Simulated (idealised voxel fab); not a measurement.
Process module under the name voxel fin reveal
Cross-section cut: width 155 nm, square cells of 5 nm.
In this document a cross-section is written as a grid of square cells. It is given as a series of bands, listed from the top down, and a band is one or more rows of cells. First you get the band's top height and its bottom height, in nm, and then the materials it's made of, left to right, with each width in nm. If you see a single material with "edge to edge", that one covers the band edge to edge. "air" is empty space. Height datum 0, below which the as-received substrate wafer is one material. Lowest band open at the bottom, running downward: "0 and below". Graded width ("30 to 40"): value in top row of band = first number; value in bottom row = second number; row-to-row change constant. When a step is marked "no alteration", none of the cells in the cross-section changed during that step. So "Closed cavities" is basically the list of trapped voids: any empty space of 8 cells or more that can't reach the top through an opening. They're written width x height at distance, the distance being from the left edge, and it's all nm. What comes after the settings on a step's line is commentary from the simulator itself on that step. Each step line may optionally specify "overlay nm", which for a step with a mask gives the rightward distance between the mask's planned place and where it lay, a negative value indicating the leftward direction.

### Steps in the process plan
1,RECEIVE | material Si
2,CONFORMAL_DEP | material SiN | thk nm 5
3,MASKED_ETCH | tone cover | mask id FINS | width nm 15 | pitch nm 40 | etch materials SiN | depth nm 5 | overlay nm 0
4,MASKED_ETCH | tone cover | mask id FINS | width nm 15 | pitch nm 40 | etch materials Si | depth nm 35 | overlay nm 0
5,OXIDIZE | depth nm 5
6,FILL_DEP | material SiO2 | thk nm 10
7,CMP | height nm 5
8,SELECTIVE_ETCH | etch materials SiO2 | depth nm 30
9,STRIP | etch materials SiN

### Step 1 complete: cross-section of the wafer as received
  0 and below  Si edge to edge
  Closed cavities: none

### Cross-section taken at module completion on the first of two wafers; processed per the plan
  0 down to -25  35 nm air, then 5 nm Si, then 35 nm air, then 5 nm Si, then 35 nm air, then 5 nm Si, then 35 nm air
  -25 down to -40  35 nm SiO2, then 5 nm Si, then 35 nm SiO2, then 5 nm Si, then 35 nm SiO2, then 5 nm Si, then 35 nm SiO2
  -40 and below  Si edge to edge
  Closed cavities: none

### End-of-module cross-section of the second wafer: identical starting point and process plan to the first, with one processing mistake
  0 down to -5  25 nm Si, then 25 nm air, then 15 nm Si, then 25 nm air, then 15 nm Si, then 25 nm air, then 25 nm Si
  -5 and below  Si edge to edge
  Closed cavities: none
Which mistake was made when the wafer was run? step 3 was run on a setting that differed from the plan, and what really ran there is MASKED_ETCH | tone open | mask id FINS | width nm 15 | pitch nm 40 | etch materials SiN | depth nm 5 | overlay nm 0
The final cell counts differ between the wafers, with the second having more or fewer of some materials than the first: Si: 209 more; SiO2: 84 fewer
